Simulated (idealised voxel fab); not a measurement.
Name of the process module below: voxel self aligned contacts
Section cut is 265 nm wide and gridded with 5 nm square cells.
How to read a cross-section here: the picture is a grid of square cells, written as bands going from the top down, and any band can span one or more rows of cells.
Band entry format. Leading values: height of top, height of bottom, nm. Remainder: materials in left-to-right order, each with its width in nm. Special words: "throughout" on a single material, which then fills the band edge to edge; "air", empty space.
Convention: height 0 is the level below which the wafer, as received, is all one material. The lowest band does not terminate at the bottom but continues downward, represented as "from 0 down".
Width "30->40": first value at the band's top row of cells, second value at its bottom row, equal change from row to row.
"changes: none", as given for a step, is the statement that not any cell of the cross-section underwent a change during that step.
The list in "Sealed voids" covers empty spaces of 8 cells or more that cannot reach the top through any open way, and it gives each as width x height at distance; the distance is from the left edge, and width, height and distance are in nm.
It should be noted that, on the line of a given step, the content following the step's settings is a remark produced by the simulator itself with respect to that step.
The setting "overlay nm" may be written on the line of a step. When the step uses a mask, the value reports how far to the right of the planned place the mask lay, and a negative value reports that it lay to the left.

**Below is the list of planned process steps**
1: op RECEIVE | material Si
2: op OXIDIZE | depth nm 5
3: op DIRECTIONAL_DEP | material polySi | thk nm 20
4: op DIRECTIONAL_DEP | material SiN | thk nm 15
5: op PATTERN | tone cover | mask id GATE | material resist | width nm 35 | pitch nm 70 | thk nm 20 | overlay nm 0
6: op DIRECTIONAL_ETCH | etch materials SiN | depth nm 15
7: op DIRECTIONAL_ETCH | etch materials polySi | depth nm 20
8: op STRIP | etch materials resist
9: op CONFORMAL_DEP | material SiN | thk nm 5
10: op DIRECTIONAL_ETCH | etch materials SiN | depth nm 5
11: op FILL_DEP | material SiO2 | thk nm 15
12: op CMP | height nm 40
13: op PATTERN | tone open | mask id CONTACT | material resist | width nm 45 | thk nm 15 | overlay nm 0
14: op DIRECTIONAL_ETCH | etch materials SiO2 | depth nm 45
15: op STRIP | etch materials resist
16: op CONFORMAL_DEP | material TiN | thk nm 5
17: op FILL_DEP | material Ru | thk nm 5
18: op CMP | height nm 40
19: op CONFORMAL_DEP | material SiN | thk nm 5

**Step 1 complete: cross-section of the wafer as received**
> from 0 down = Si throughout
> Sealed voids: none

**First of two wafers, end-of-module section, run followed plan**
> from 45 to 40 = SiN throughout
> from 40 to 35 = 110 of SiO2 / 15 of TiN / 15 of Ru / 15 of TiN / 110 of SiO2
> from 35 to 20 = 75 of SiO2 / 45 of SiN / 5 of TiN / 15 of Ru / 5 of TiN / 45 of SiN / 75 of SiO2
> from 20 to 0 = 75 of SiO2 / 5 of SiN / 35 of polySi / 5 of SiN / 5 of TiN / 15 of Ru / 5 of TiN / 5 of SiN / 35 of polySi / 5 of SiN / 75 of SiO2
> from 0 to -5 = 120 of SiO2 / 25 of TiN / 120 of SiO2
> from -5 down = Si throughout
> Sealed voids: none

**The second wafer, shown in cross-section after the module: started the same way as the first and given the same plan, yet one mistake crept into how it was run**
> from 45 to 40 = SiN throughout
> from 40 to 35 = 110 of SiO2 / 15 of TiN / 15 of Ru / 15 of TiN / 110 of SiO2
> from 35 to 20 = 75 of SiO2 / 5 of SiN / 35 of polySi / 5 of SiN / 5 of TiN / 15 of Ru / 5 of TiN / 5 of SiN / 35 of polySi / 5 of SiN / 75 of SiO2
> from 20 to 15 = 75 of SiO2 / 5 of SiN / 35 of polySi / 5 of SiN / 25 of TiN / 5 of SiN / 35 of polySi / 5 of SiN / 75 of SiO2
> from 15 to 0 = SiN throughout
> from 0 to -5 = SiO2 throughout
> from -5 down = Si throughout
> Sealed voids: none
Diagnosis: deviation from plan: step 4 and step 3 executed in one another's positions
Upon completion, the second wafer contains, in terms of cells, a greater or smaller amount of certain materials than the first wafer: 12 fewer of Ru; 105 more of SiN; 85 fewer of SiO2; 8 fewer of TiN
